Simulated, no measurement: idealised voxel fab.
Herein follows the process module entitled voxel ribs on slabs.
FYI the section here is cut, 280 nm wide, cells are 5 nm squares.
Cross-sections here: square-cell grids, written as top-down lists of bands, a band being one or more rows of cells. A band entry consists of two parts. The first gives the height of the band's top and the height of its bottom, in nm. The rest lists the band's materials from left to right, each with its width in nm. A single material labelled with the word "full width" fills the band from edge to edge, and the word "blank" marks empty space. We count height from 0. Below that, the starting wafer is all one material. The lowest band never ends at the bottom but goes on down; see "top 0, no bottom" for how that is written. With a width like "30 to 40", each row of cells in the band differs from the next by the same amount, the top row carrying the first number and the bottom row the second. What does "all unchanged" mean for a step? It means no cell of the cross-section changed in that step. Each empty space that has no open way to the top and spans at least 8 cells appears under "Closed empty spaces" as width x height at distance, the distance counted from the left edge, all in nm. Heads up: the bit after the settings on a step's line is the simulator's remark on that step. overlay nm: on a step with a mask, how far right of its planned place the mask lay; negative means left. Quick note on how to read the rest: it's all pairs. You get the cross-section before a process step and the one after, but the after one only goes down as far as the lowest band that changed. The step in between, with its settings, sits under the pair. Heads up, the pairs can come from different runs of this module on the same starting wafer, so don't assume a pair picks up from the one above unless its "before" entry says it does.

**before**
- top 0, no bottom | Si full width
- Closed empty spaces: none

**As Processed**
- top 25, bottom 0 | SiO2 full width
- Rest of section, below 0: as before.
- Closed empty spaces: none
What step was run between the cross-section before it and the cross-section after it, both above? DIRECTIONAL_DEP,material SiO2,thk nm 25

before: Reference is made to the cross-section shown after the step in the pair directly above, which represents the state prior to this step.

**As Processed**
- top 50, bottom 25 | SiN full width
- Rest of section, below 25: as before.
- Closed empty spaces: none
What step was run between the cross-section before it and the cross-section after it, both above? DIRECTIONAL_DEP,material SiN,thk nm 25

before: Reference is made to the cross-section shown after the step in the pair directly above, which represents the state prior to this step.

**As Processed**
- top 65, bottom 50 | aC full width
- Rest of section, below 50: as before.
- Closed empty spaces: none
What step was run between the cross-section before it and the cross-section after it, both above? DIRECTIONAL_DEP,material aC,thk nm 15

before: Reference is made to the cross-section shown after the step in the pair directly above, which represents the state prior to this step.

**As Processed**
- top 95, bottom 65 | blank: 125 / resist: 30 / blank: 125
- Rest of section, below 65: as before.
- Closed empty spaces: none
What step was run between the cross-section before it and the cross-section after it, both above? PATTERN,tone cover,mask id RIB,material resist,width nm 30,thk nm 30,overlay nm 0

before: Reference is made to the cross-section shown after the step in the pair directly above, which represents the state prior to this step.

**As Processed**
- top 80, bottom 65 | blank: 125 / resist: 30 / blank: 125
- top 65, bottom 50 | blank: 125 / aC: 30 / blank: 125
- Rest of section, below 50: as before.
- Closed empty spaces: none
What step was run between the cross-section before it and the cross-section after it, both above? DIRECTIONAL_ETCH,etch materials aC,depth nm 15

before: Reference is made to the cross-section shown after the step in the pair directly above, which represents the state prior to this step.

**As Processed**
- top 65, bottom 50 | blank: 125 / aC: 30 / blank: 125
- Rest of section, below 50: as before.
- Closed empty spaces: none
What step was run between the cross-section before it and the cross-section after it, both above? STRIP,etch materials resist

before: Reference is made to the cross-section shown after the step in the pair directly above, which represents the state prior to this step.

**As Processed**
- top 65, bottom 50 | blank: 125 / aC: 30 / blank: 125
- top 50, bottom 35 | blank: 125 / SiN: 30 / blank: 125
- Rest of section, below 35: as before.
- Closed empty spaces: none
What step was run between the cross-section before it and the cross-section after it, both above? DIRECTIONAL_ETCH,etch materials SiN,depth nm 15

before: Reference is made to the cross-section shown after the step in the pair directly above, which represents the state prior to this step.

**As Processed**
- top 50, bottom 35 | blank: 125 / SiN: 30 / blank: 125
- Rest of section, below 35: as before.
- Closed empty spaces: none
What step was run between the cross-section before it and the cross-section after it, both above? STRIP,etch materials aC

before: Reference is made to the cross-section shown after the step in the pair directly above, which represents the state prior to this step.

**As Processed**
- top 70, bottom 50 | blank: 110 / resist: 60 / blank: 110
- top 50, bottom 35 | blank: 110 / resist: 15 / SiN: 30 / resist: 15 / blank: 110
- Rest of section, below 35: as before.
- Closed empty spaces: none
What step was run between the cross-section before it and the cross-section after it, both above? PATTERN,tone cover,mask id SLAB,material resist,width nm 60,thk nm 20,overlay nm 0

before: Reference is made to the cross-section shown after the step in the pair directly above, which represents the state prior to this step.

**As Processed**
- top 70, bottom 50 | blank: 110 / resist: 60 / blank: 110
- top 50, bottom 35 | blank: 110 / resist: 15 / SiN: 30 / resist: 15 / blank: 110
- top 35, bottom 25 | blank: 110 / SiN: 60 / blank: 110
- Rest of section, below 25: as before.
- Closed empty spaces: none
What step was run between the cross-section before it and the cross-section after it, both above? DIRECTIONAL_ETCH,etch materials SiN,depth nm 10

before: Reference is made to the cross-section shown after the step in the pair directly above, which represents the state prior to this step.

**As Processed**
- top 50, bottom 35 | blank: 125 / SiN: 30 / blank: 125
- Rest of section, below 35: as before.
- Closed empty spaces: none
What step was run between the cross-section before it and the cross-section after it, both above? STRIP,etch materials resist

before: Reference is made to the cross-section shown after the step in the pair directly above, which represents the state prior to this step.

**As Processed**
- top 70, bottom 50 | SiO2 full width
- top 50, bottom 35 | SiO2: 125 / SiN: 30 / SiO2: 125
- top 35, bottom 25 | SiO2: 110 / SiN: 60 / SiO2: 110
- Rest of section, below 25: as before.
- Closed empty spaces: none
What step was run between the cross-section before it and the cross-section after it, both above? FILL_DEP,material SiO2,thk nm 20

before: Reference is made to the cross-section shown after the step in the pair directly above, which represents the state prior to this step.

**As Processed**
- top 60, bottom 50 | SiO2 full width
- Rest of section, below 50: as before.
- Closed empty spaces: none
What step was run between the cross-section before it and the cross-section after it, both above? CMP,height nm 60

before: Reference is made to the cross-section shown after the step in the pair directly above, which represents the state prior to this step.

**As Processed**
- top 65, bottom 60 | TiN full width
- Rest of section, below 60: as before.
- Closed empty spaces: none
What step was run between the cross-section before it and the cross-section after it, both above? DIRECTIONAL_DEP,material TiN,thk nm 5

before: Reference is made to the cross-section shown after the step in the pair directly above, which represents the state prior to this step.

**As Processed**
- top 65, bottom 60 | blank: 120 / TiN: 40 / blank: 120
- Rest of section, below 60: as before.
- Closed empty spaces: none
What step was run between the cross-section before it and the cross-section after it, both above? MASKED_ETCH,tone cover,mask id HEATER,width nm 40,etch materials TiN,depth nm 5,overlay nm 0

before: Reference is made to the cross-section shown after the step in the pair directly above, which represents the state prior to this step.

**As Processed**
- top 70, bottom 65 | blank: 115 / SiN: 50 / blank: 115
- top 65, bottom 60 | SiN: 120 / TiN: 40 / SiN: 120
- Rest of section, below 60: as before.
- Closed empty spaces: none
What step was run between the cross-section before it and the cross-section after it, both above? CONFORMAL_DEP,material SiN,thk nm 5

**before**
- top 50, bottom 25 | SiN full width
- top 25, bottom 0 | SiO2 full width
- top 0, no bottom | Si full width
- Closed empty spaces: none

**As Processed**
- top 75, bottom 25 | SiN full width
- Rest of section, below 25: as before.
- Closed empty spaces: none
What step was run between the cross-section before it and the cross-section after it, both above? DIRECTIONAL_DEP,material SiN,thk nm 25

before: Reference is made to the cross-section shown after the step in the pair directly above, which represents the state prior to this step.

**As Processed**
- top 90, bottom 75 | aC full width
- Rest of section, below 75: as before.
- Closed empty spaces: none
What step was run between the cross-section before it and the cross-section after it, both above? DIRECTIONAL_DEP,material aC,thk nm 15

before: Reference is made to the cross-section shown after the step in the pair directly above, which represents the state prior to this step.

**As Processed**
- top 120, bottom 90 | blank: 125 / resist: 30 / blank: 125
- Rest of section, below 90: as before.
- Closed empty spaces: none
What step was run between the cross-section before it and the cross-section after it, both above? PATTERN,tone cover,mask id RIB,material resist,width nm 30,thk nm 30,overlay nm 0

before: Reference is made to the cross-section shown after the step in the pair directly above, which represents the state prior to this step.

**As Processed**
- top 105, bottom 90 | blank: 125 / resist: 30 / blank: 125
- top 90, bottom 75 | blank: 125 / aC: 30 / blank: 125
- Rest of section, below 75: as before.
- Closed empty spaces: none
What step was run between the cross-section before it and the cross-section after it, both above? DIRECTIONAL_ETCH,etch materials aC,depth nm 15

before: Reference is made to the cross-section shown after the step in the pair directly above, which represents the state prior to this step.

**As Processed**
- top 90, bottom 75 | blank: 125 / aC: 30 / blank: 125
- Rest of section, below 75: as before.
- Closed empty spaces: none
What step was run between the cross-section before it and the cross-section after it, both above? STRIP,etch materials resist

before: Reference is made to the cross-section shown after the step in the pair directly above, which represents the state prior to this step.

**As Processed**
- top 90, bottom 75 | blank: 125 / aC: 30 / blank: 125
- top 75, bottom 60 | blank: 125 / SiN: 30 / blank: 125
- Rest of section, below 60: as before.
- Closed empty spaces: none
What step was run between the cross-section before it and the cross-section after it, both above? DIRECTIONAL_ETCH,etch materials SiN,depth nm 15

before: Reference is made to the cross-section shown after the step in the pair directly above, which represents the state prior to this step.

**As Processed**
- top 75, bottom 60 | blank: 125 / SiN: 30 / blank: 125
- Rest of section, below 60: as before.
- Closed empty spaces: none
What step was run between the cross-section before it and the cross-section after it, both above? STRIP,etch materials aC

before: Reference is made to the cross-section shown after the step in the pair directly above, which represents the state prior to this step.

**As Processed**
- top 95, bottom 75 | blank: 110 / resist: 60 / blank: 110
- top 75, bottom 60 | blank: 110 / resist: 15 / SiN: 30 / resist: 15 / blank: 110
- Rest of section, below 60: as before.
- Closed empty spaces: none
What step was run between the cross-section before it and the cross-section after it, both above? PATTERN,tone cover,mask id SLAB,material resist,width nm 60,thk nm 20,overlay nm 0

before: Reference is made to the cross-section shown after the step in the pair directly above, which represents the state prior to this step.

**As Processed**
- top 95, bottom 75 | blank: 110 / resist: 60 / blank: 110
- top 75, bottom 60 | blank: 110 / resist: 15 / SiN: 30 / resist: 15 / blank: 110
- top 60, bottom 50 | blank: 110 / SiN: 60 / blank: 110
- Rest of section, below 50: as before.
- Closed empty spaces: none
What step was run between the cross-section before it and the cross-section after it, both above? DIRECTIONAL_ETCH,etch materials SiN,depth nm 10

before: Reference is made to the cross-section shown after the step in the pair directly above, which represents the state prior to this step.

**As Processed**
- top 75, bottom 60 | blank: 125 / SiN: 30 / blank: 125
- Rest of section, below 60: as before.
- Closed empty spaces: none
What step was run between the cross-section before it and the cross-section after it, both above? STRIP,etch materials resist

before: Reference is made to the cross-section shown after the step in the pair directly above, which represents the state prior to this step.

**As Processed**
- top 95, bottom 75 | SiO2 full width
- top 75, bottom 60 | SiO2: 125 / SiN: 30 / SiO2: 125
- top 60, bottom 50 | SiO2: 110 / SiN: 60 / SiO2: 110
- Rest of section, below 50: as before.
- Closed empty spaces: none
What step was run between the cross-section before it and the cross-section after it, both above? FILL_DEP,material SiO2,thk nm 20

before: Reference is made to the cross-section shown after the step in the pair directly above, which represents the state prior to this step.

**As Processed**
- top 60, bottom 50 | SiO2: 110 / SiN: 60 / SiO2: 110
- Rest of section, below 50: as before.
- Closed empty spaces: none
What step was run between the cross-section before it and the cross-section after it, both above? CMP,height nm 60

before: Reference is made to the cross-section shown after the step in the pair directly above, which represents the state prior to this step.

**As Processed**
- top 65, bottom 60 | TiN full width
- Rest of section, below 60: as before.
- Closed empty spaces: none
What step was run between the cross-section before it and the cross-section after it, both above? DIRECTIONAL_DEP,material TiN,thk nm 5

before: Reference is made to the cross-section shown after the step in the pair directly above, which represents the state prior to this step.

**As Processed**
- top 65, bottom 60 | blank: 120 / TiN: 40 / blank: 120
- Rest of section, below 60: as before.
- Closed empty spaces: none
What step was run between the cross-section before it and the cross-section after it, both above? MASKED_ETCH,tone cover,mask id HEATER,width nm 40,etch materials TiN,depth nm 5,overlay nm 0

before: Reference is made to the cross-section shown after the step in the pair directly above, which represents the state prior to this step.

**As Processed**
- top 70, bottom 65 | blank: 115 / SiN: 50 / blank: 115
- top 65, bottom 60 | SiN: 120 / TiN: 40 / SiN: 120
- Rest of section, below 60: as before.
- Closed empty spaces: none
What step was run between the cross-section before it and the cross-section after it, both above? CONFORMAL_DEP,material SiN,thk nm 5

**before**
- top 25, bottom 0 | SiO2 full width
- top 0, no bottom | Si full width
- Closed empty spaces: none

**As Processed**
- top 40, bottom 25 | aC full width
- Rest of section, below 25: as before.
- Closed empty spaces: none
What step was run between the cross-section before it and the cross-section after it, both above? DIRECTIONAL_DEP,material aC,thk nm 15

before: Reference is made to the cross-section shown after the step in the pair directly above, which represents the state prior to this step.

**As Processed**
- top 65, bottom 40 | SiN full width
- Rest of section, below 40: as before.
- Closed empty spaces: none
What step was run between the cross-section before it and the cross-section after it, both above? DIRECTIONAL_DEP,material SiN,thk nm 25

before: Reference is made to the cross-section shown after the step in the pair directly above, which represents the state prior to this step.

**As Processed**
- top 95, bottom 65 | blank: 125 / resist: 30 / blank: 125
- Rest of section, below 65: as before.
- Closed empty spaces: none
What step was run between the cross-section before it and the cross-section after it, both above? PATTERN,tone cover,mask id RIB,material resist,width nm 30,thk nm 30,overlay nm 0

before: Reference is made to the cross-section shown after the step in the pair directly above, which represents the state prior to this step.

**As Processed**
- top 80, bottom 65 | blank: 125 / resist: 30 / blank: 125
- Rest of section, below 65: as before.
- Closed empty spaces: none
What step was run between the cross-section before it and the cross-section after it, both above? DIRECTIONAL_ETCH,etch materials aC,depth nm 15

before: Reference is made to the cross-section shown after the step in the pair directly above, which represents the state prior to this step.

**As Processed**
- top 65, bottom 40 | SiN full width
- Rest of section, below 40: as before.
- Closed empty spaces: none
What step was run between the cross-section before it and the cross-section after it, both above? STRIP,etch materials resist

before: Reference is made to the cross-section shown after the step in the pair directly above, which represents the state prior to this step.

**As Processed**
- top 50, bottom 40 | SiN full width
- Rest of section, below 40: as before.
- Closed empty spaces: none
What step was run between the cross-section before it and the cross-section after it, both above? DIRECTIONAL_ETCH,etch materials SiN,depth nm 15

before: Reference is made to the cross-section shown after the step in the pair directly above, which represents the state prior to this step.

**As Processed**
- top 70, bottom 50 | blank: 110 / resist: 60 / blank: 110
- Rest of section, below 50: as before.
- Closed empty spaces: none
What step was run between the cross-section before it and the cross-section after it, both above? PATTERN,tone cover,mask id SLAB,material resist,width nm 60,thk nm 20,overlay nm 0

before: Reference is made to the cross-section shown after the step in the pair directly above, which represents the state prior to this step.

**As Processed**
- top 70, bottom 50 | blank: 110 / resist: 60 / blank: 110
- top 50, bottom 40 | blank: 110 / SiN: 60 / blank: 110
- Rest of section, below 40: as before.
- Closed empty spaces: none
What step was run between the cross-section before it and the cross-section after it, both above? DIRECTIONAL_ETCH,etch materials SiN,depth nm 10

before: Reference is made to the cross-section shown after the step in the pair directly above, which represents the state prior to this step.

**As Processed**
- top 50, bottom 40 | blank: 110 / SiN: 60 / blank: 110
- Rest of section, below 40: as before.
- Closed empty spaces: none
What step was run between the cross-section before it and the cross-section after it, both above? STRIP,etch materials resist

before: Reference is made to the cross-section shown after the step in the pair directly above, which represents the state prior to this step.

**As Processed**
- top 70, bottom 50 | SiO2 full width
- top 50, bottom 40 | SiO2: 110 / SiN: 60 / SiO2: 110
- Rest of section, below 40: as before.
- Closed empty spaces: none
What step was run between the cross-section before it and the cross-section after it, both above? FILL_DEP,material SiO2,thk nm 20

before: Reference is made to the cross-section shown after the step in the pair directly above, which represents the state prior to this step.

**As Processed**
- top 60, bottom 50 | SiO2 full width
- Rest of section, below 50: as before.
- Closed empty spaces: none
What step was run between the cross-section before it and the cross-section after it, both above? CMP,height nm 60

before: Reference is made to the cross-section shown after the step in the pair directly above, which represents the state prior to this step.

**As Processed**
- top 65, bottom 60 | TiN full width
- Rest of section, below 60: as before.
- Closed empty spaces: none
What step was run between the cross-section before it and the cross-section after it, both above? DIRECTIONAL_DEP,material TiN,thk nm 5

before: Reference is made to the cross-section shown after the step in the pair directly above, which represents the state prior to this step.

**As Processed**
- top 65, bottom 60 | blank: 120 / TiN: 40 / blank: 120
- Rest of section, below 60: as before.
- Closed empty spaces: none
What step was run between the cross-section before it and the cross-section after it, both above? MASKED_ETCH,tone cover,mask id HEATER,width nm 40,etch materials TiN,depth nm 5,overlay nm 0

before: Reference is made to the cross-section shown after the step in the pair directly above, which represents the state prior to this step.

**As Processed**
- top 70, bottom 65 | blank: 115 / SiN: 50 / blank: 115
- top 65, bottom 60 | SiN: 120 / TiN: 40 / SiN: 120
- Rest of section, below 60: as before.
- Closed empty spaces: none
What step was run between the cross-section before it and the cross-section after it, both above? CONFORMAL_DEP,material SiN,thk nm 5

**before**
- top 65, bottom 50 | blank: 125 / aC: 30 / blank: 125
- top 50, bottom 25 | SiN full width
- top 25, bottom 0 | SiO2 full width
- top 0, no bottom | Si full width
- Closed empty spaces: none

**As Processed**
- top 65, bottom 50 | blank: 125 / aC: 30 / blank: 125
- top 50, bottom 30 | blank: 125 / SiN: 30 / blank: 125
- Rest of section, below 30: as before.
- Closed empty spaces: none
What step was run between the cross-section before it and the cross-section after it, both above? DIRECTIONAL_ETCH,etch materials SiN,depth nm 20

before: Reference is made to the cross-section shown after the step in the pair directly above, which represents the state prior to this step.

**As Processed**
- top 50, bottom 30 | blank: 125 / SiN: 30 / blank: 125
- Rest of section, below 30: as before.
- Closed empty spaces: none
What step was run between the cross-section before it and the cross-section after it, both above? STRIP,etch materials aC

before: Reference is made to the cross-section shown after the step in the pair directly above, which represents the state prior to this step.

**As Processed**
- top 70, bottom 50 | blank: 110 / resist: 60 / blank: 110
- top 50, bottom 30 | blank: 110 / resist: 15 / SiN: 30 / resist: 15 / blank: 110
- Rest of section, below 30: as before.
- Closed empty spaces: none
What step was run between the cross-section before it and the cross-section after it, both above? PATTERN,tone cover,mask id SLAB,material resist,width nm 60,thk nm 20,overlay nm 0

before: Reference is made to the cross-section shown after the step in the pair directly above, which represents the state prior to this step.

**As Processed**
- top 70, bottom 50 | blank: 110 / resist: 60 / blank: 110
- top 50, bottom 30 | blank: 110 / resist: 15 / SiN: 30 / resist: 15 / blank: 110
- top 30, bottom 25 | blank: 110 / SiN: 60 / blank: 110
- Rest of section, below 25: as before.
- Closed empty spaces: none
What step was run between the cross-section before it and the cross-section after it, both above? DIRECTIONAL_ETCH,etch materials SiN,depth nm 10

before: Reference is made to the cross-section shown after the step in the pair directly above, which represents the state prior to this step.

**As Processed**
- top 50, bottom 30 | blank: 125 / SiN: 30 / blank: 125
- Rest of section, below 30: as before.
- Closed empty spaces: none
What step was run between the cross-section before it and the cross-section after it, both above? STRIP,etch materials resist

before: Reference is made to the cross-section shown after the step in the pair directly above, which represents the state prior to this step.

**As Processed**
- top 70, bottom 50 | SiO2 full width
- top 50, bottom 30 | SiO2: 125 / SiN: 30 / SiO2: 125
- top 30, bottom 25 | SiO2: 110 / SiN: 60 / SiO2: 110
- Rest of section, below 25: as before.
- Closed empty spaces: none
What step was run between the cross-section before it and the cross-section after it, both above? FILL_DEP,material SiO2,thk nm 20

before: Reference is made to the cross-section shown after the step in the pair directly above, which represents the state prior to this step.

**As Processed**
- top 60, bottom 50 | SiO2 full width
- Rest of section, below 50: as before.
- Closed empty spaces: none
What step was run between the cross-section before it and the cross-section after it, both above? CMP,height nm 60

before: Reference is made to the cross-section shown after the step in the pair directly above, which represents the state prior to this step.

**As Processed**
- top 65, bottom 60 | TiN full width
- Rest of section, below 60: as before.
- Closed empty spaces: none
What step was run between the cross-section before it and the cross-section after it, both above? DIRECTIONAL_DEP,material TiN,thk nm 5

before: Reference is made to the cross-section shown after the step in the pair directly above, which represents the state prior to this step.

**As Processed**
- top 65, bottom 60 | blank: 120 / TiN: 40 / blank: 120
- Rest of section, below 60: as before.
- Closed empty spaces: none
What step was run between the cross-section before it and the cross-section after it, both above? MASKED_ETCH,tone cover,mask id HEATER,width nm 40,etch materials TiN,depth nm 5,overlay nm 0

before: Reference is made to the cross-section shown after the step in the pair directly above, which represents the state prior to this step.

**As Processed**
- top 70, bottom 65 | blank: 115 / SiN: 50 / blank: 115
- top 65, bottom 60 | SiN: 120 / TiN: 40 / SiN: 120
- Rest of section, below 60: as before.
- Closed empty spaces: none
What step was run between the cross-section before it and the cross-section after it, both above? CONFORMAL_DEP,material SiN,thk nm 5

**before**
- top 65, bottom 60 | TiN full width
- top 60, bottom 50 | SiO2 full width
- top 50, bottom 35 | SiO2: 125 / SiN: 30 / SiO2: 125
- top 35, bottom 25 | SiO2: 110 / SiN: 60 / SiO2: 110
- top 25, bottom 0 | SiO2 full width
- top 0, no bottom | Si full width
- Closed empty spaces: none

**As Processed**
- top 65, bottom 60 | blank: 115 / TiN: 50 / blank: 115
- Rest of section, below 60: as before.
- Closed empty spaces: none
What step was run between the cross-section before it and the cross-section after it, both above? MASKED_ETCH,tone cover,mask id HEATER,width nm 50,etch materials TiN,depth nm 5,overlay nm 0

before: Reference is made to the cross-section shown after the step in the pair directly above, which represents the state prior to this step.

**As Processed**
- top 70, bottom 65 | blank: 110 / SiN: 60 / blank: 110
- top 65, bottom 60 | SiN: 115 / TiN: 50 / SiN: 115
- Rest of section, below 60: as before.
- Closed empty spaces: none
What step was run between the cross-section before it and the cross-section after it, both above? CONFORMAL_DEP,material SiN,thk nm 5

**before**
- top 65, bottom 50 | aC full width
- top 50, bottom 25 | SiN full width
- top 25, bottom 0 | SiO2 full width
- top 0, no bottom | Si full width
- Closed empty spaces: none

**As Processed**
- top 95, bottom 65 | blank: 115 / resist: 30 / blank: 135
- Rest of section, below 65: as before.
- Closed empty spaces: none
What step was run between the cross-section before it and the cross-section after it, both above? PATTERN,tone cover,mask id RIB,material resist,width nm 30,thk nm 30,overlay nm -10

before: Reference is made to the cross-section shown after the step in the pair directly above, which represents the state prior to this step.

**As Processed**
- top 80, bottom 65 | blank: 115 / resist: 30 / blank: 135
- top 65, bottom 50 | blank: 115 / aC: 30 / blank: 135
- Rest of section, below 50: as before.
- Closed empty spaces: none
What step was run between the cross-section before it and the cross-section after it, both above? DIRECTIONAL_ETCH,etch materials aC,depth nm 15

before: Reference is made to the cross-section shown after the step in the pair directly above, which represents the state prior to this step.

**As Processed**
- top 65, bottom 50 | blank: 115 / aC: 30 / blank: 135
- Rest of section, below 50: as before.
- Closed empty spaces: none
What step was run between the cross-section before it and the cross-section after it, both above? STRIP,etch materials resist

before: Reference is made to the cross-section shown after the step in the pair directly above, which represents the state prior to this step.

**As Processed**
- top 65, bottom 50 | blank: 115 / aC: 30 / blank: 135
- top 50, bottom 35 | blank: 115 / SiN: 30 / blank: 135
- Rest of section, below 35: as before.
- Closed empty spaces: none
What step was run between the cross-section before it and the cross-section after it, both above? DIRECTIONAL_ETCH,etch materials SiN,depth nm 15

before: Reference is made to the cross-section shown after the step in the pair directly above, which represents the state prior to this step.

**As Processed**
- top 50, bottom 35 | blank: 115 / SiN: 30 / blank: 135
- Rest of section, below 35: as before.
- Closed empty spaces: none
What step was run between the cross-section before it and the cross-section after it, both above? STRIP,etch materials aC

before: Reference is made to the cross-section shown after the step in the pair directly above, which represents the state prior to this step.

**As Processed**
- top 70, bottom 50 | blank: 110 / resist: 60 / blank: 110
- top 50, bottom 35 | blank: 110 / resist: 5 / SiN: 30 / resist: 25 / blank: 110
- Rest of section, below 35: as before.
- Closed empty spaces: none
What step was run between the cross-section before it and the cross-section after it, both above? PATTERN,tone cover,mask id SLAB,material resist,width nm 60,thk nm 20,overlay nm 0

before: Reference is made to the cross-section shown after the step in the pair directly above, which represents the state prior to this step.

**As Processed**
- top 70, bottom 50 | blank: 110 / resist: 60 / blank: 110
- top 50, bottom 35 | blank: 110 / resist: 5 / SiN: 30 / resist: 25 / blank: 110
- top 35, bottom 25 | blank: 110 / SiN: 60 / blank: 110
- Rest of section, below 25: as before.
- Closed empty spaces: none
What step was run between the cross-section before it and the cross-section after it, both above? DIRECTIONAL_ETCH,etch materials SiN,depth nm 10

before: Reference is made to the cross-section shown after the step in the pair directly above, which represents the state prior to this step.

**As Processed**
- top 50, bottom 35 | blank: 115 / SiN: 30 / blank: 135
- Rest of section, below 35: as before.
- Closed empty spaces: none
What step was run between the cross-section before it and the cross-section after it, both above? STRIP,etch materials resist

before: Reference is made to the cross-section shown after the step in the pair directly above, which represents the state prior to this step.

**As Processed**
- top 70, bottom 50 | SiO2 full width
- top 50, bottom 35 | SiO2: 115 / SiN: 30 / SiO2: 135
- top 35, bottom 25 | SiO2: 110 / SiN: 60 / SiO2: 110
- Rest of section, below 25: as before.
- Closed empty spaces: none
What step was run between the cross-section before it and the cross-section after it, both above? FILL_DEP,material SiO2,thk nm 20

before: Reference is made to the cross-section shown after the step in the pair directly above, which represents the state prior to this step.

**As Processed**
- top 60, bottom 50 | SiO2 full width
- Rest of section, below 50: as before.
- Closed empty spaces: none
What step was run between the cross-section before it and the cross-section after it, both above? CMP,height nm 60

before: Reference is made to the cross-section shown after the step in the pair directly above, which represents the state prior to this step.

**As Processed**
- top 65, bottom 60 | TiN full width
- Rest of section, below 60: as before.
- Closed empty spaces: none
What step was run between the cross-section before it and the cross-section after it, both above? DIRECTIONAL_DEP,material TiN,thk nm 5

before: Reference is made to the cross-section shown after the step in the pair directly above, which represents the state prior to this step.

**As Processed**
- top 65, bottom 60 | blank: 120 / TiN: 40 / blank: 120
- Rest of section, below 60: as before.
- Closed empty spaces: none
What step was run between the cross-section before it and the cross-section after it, both above? MASKED_ETCH,tone cover,mask id HEATER,width nm 40,etch materials TiN,depth nm 5,overlay nm 0

before: Reference is made to the cross-section shown after the step in the pair directly above, which represents the state prior to this step.

**As Processed**
- top 70, bottom 65 | blank: 115 / SiN: 50 / blank: 115
- top 65, bottom 60 | SiN: 120 / TiN: 40 / SiN: 120
- Rest of section, below 60: as before.
- Closed empty spaces: none
What step was run between the cross-section before it and the cross-section after it, both above? CONFORMAL_DEP,material SiN,thk nm 5

**before**
- top 50, bottom 35 | blank: 125 / SiN: 30 / blank: 125
- top 35, bottom 25 | blank: 110 / SiN: 60 / blank: 110
- top 25, bottom 0 | SiO2 full width
- top 0, no bottom | Si full width
- Closed empty spaces: none

**As Processed**
- top 70, bottom 50 | aC full width
- top 50, bottom 35 | aC: 125 / SiN: 30 / aC: 125
- top 35, bottom 25 | aC: 110 / SiN: 60 / aC: 110
- Rest of section, below 25: as before.
- Closed empty spaces: none
What step was run between the cross-section before it and the cross-section after it, both above? FILL_DEP,material aC,thk nm 20

before: Reference is made to the cross-section shown after the step in the pair directly above, which represents the state prior to this step.

**As Processed**
- top 60, bottom 50 | aC full width
- Rest of section, below 50: as before.
- Closed empty spaces: none
What step was run between the cross-section before it and the cross-section after it, both above? CMP,height nm 60

before: Reference is made to the cross-section shown after the step in the pair directly above, which represents the state prior to this step.

**As Processed**
- top 65, bottom 60 | TiN full width
- Rest of section, below 60: as before.
- Closed empty spaces: none
What step was run between the cross-section before it and the cross-section after it, both above? DIRECTIONAL_DEP,material TiN,thk nm 5

before: Reference is made to the cross-section shown after the step in the pair directly above, which represents the state prior to this step.

**As Processed**
- top 65, bottom 60 | blank: 120 / TiN: 40 / blank: 120
- Rest of section, below 60: as before.
- Closed empty spaces: none
What step was run between the cross-section before it and the cross-section after it, both above? MASKED_ETCH,tone cover,mask id HEATER,width nm 40,etch materials TiN,depth nm 5,overlay nm 0

before: Reference is made to the cross-section shown after the step in the pair directly above, which represents the state prior to this step.

**As Processed**
- top 70, bottom 65 | blank: 115 / SiN: 50 / blank: 115
- top 65, bottom 60 | SiN: 120 / TiN: 40 / SiN: 120
- Rest of section, below 60: as before.
- Closed empty spaces: none
What step was run between the cross-section before it and the cross-section after it, both above? CONFORMAL_DEP,material SiN,thk nm 5

**before**
- top 65, bottom 50 | aC full width
- top 50, bottom 25 | SiN full width
- top 25, bottom 0 | SiO2 full width
- top 0, no bottom | Si full width
- Closed empty spaces: none

**As Processed**
- top 95, bottom 65 | resist: 125 / blank: 30 / resist: 125
- Rest of section, below 65: as before.
- Closed empty spaces: none
What step was run between the cross-section before it and the cross-section after it, both above? PATTERN,tone open,mask id RIB,material resist,width nm 30,thk nm 30,overlay nm 0

before: Reference is made to the cross-section shown after the step in the pair directly above, which represents the state prior to this step.

**As Processed**
- top 80, bottom 65 | resist: 125 / blank: 30 / resist: 125
- top 65, bottom 50 | aC: 125 / blank: 30 / aC: 125
- Rest of section, below 50: as before.
- Closed empty spaces: none
What step was run between the cross-section before it and the cross-section after it, both above? DIRECTIONAL_ETCH,etch materials aC,depth nm 15

before: Reference is made to the cross-section shown after the step in the pair directly above, which represents the state prior to this step.

**As Processed**
- top 65, bottom 50 | aC: 125 / blank: 30 / aC: 125
- Rest of section, below 50: as before.
- Closed empty spaces: none
What step was run between the cross-section before it and the cross-section after it, both above? STRIP,etch materials resist

before: Reference is made to the cross-section shown after the step in the pair directly above, which represents the state prior to this step.

**As Processed**
- top 65, bottom 50 | aC: 125 / blank: 30 / aC: 125
- top 50, bottom 35 | SiN: 125 / blank: 30 / SiN: 125
- Rest of section, below 35: as before.
- Closed empty spaces: none
What step was run between the cross-section before it and the cross-section after it, both above? DIRECTIONAL_ETCH,etch materials SiN,depth nm 15

before: Reference is made to the cross-section shown after the step in the pair directly above, which represents the state prior to this step.

**As Processed**
- top 50, bottom 35 | SiN: 125 / blank: 30 / SiN: 125
- Rest of section, below 35: as before.
- Closed empty spaces: none
What step was run between the cross-section before it and the cross-section after it, both above? STRIP,etch materials aC

before: Reference is made to the cross-section shown after the step in the pair directly above, which represents the state prior to this step.

**As Processed**
- top 70, bottom 50 | blank: 110 / resist: 60 / blank: 110
- top 50, bottom 35 | SiN: 125 / resist: 30 / SiN: 125
- Rest of section, below 35: as before.
- Closed empty spaces: none
What step was run between the cross-section before it and the cross-section after it, both above? PATTERN,tone cover,mask id SLAB,material resist,width nm 60,thk nm 20,overlay nm 0

before: Reference is made to the cross-section shown after the step in the pair directly above, which represents the state prior to this step.

**As Processed**
- top 70, bottom 50 | blank: 110 / resist: 60 / blank: 110
- top 50, bottom 40 | blank: 110 / SiN: 15 / resist: 30 / SiN: 15 / blank: 110
- Rest of section, below 40: as before.
- Closed empty spaces: none
What step was run between the cross-section before it and the cross-section after it, both above? DIRECTIONAL_ETCH,etch materials SiN,depth nm 10

before: Reference is made to the cross-section shown after the step in the pair directly above, which represents the state prior to this step.

**As Processed**
- top 50, bottom 40 | blank: 110 / SiN: 15 / blank: 30 / SiN: 15 / blank: 110
- top 40, bottom 35 | SiN: 125 / blank: 30 / SiN: 125
- Rest of section, below 35: as before.
- Closed empty spaces: none
What step was run between the cross-section before it and the cross-section after it, both above? STRIP,etch materials resist
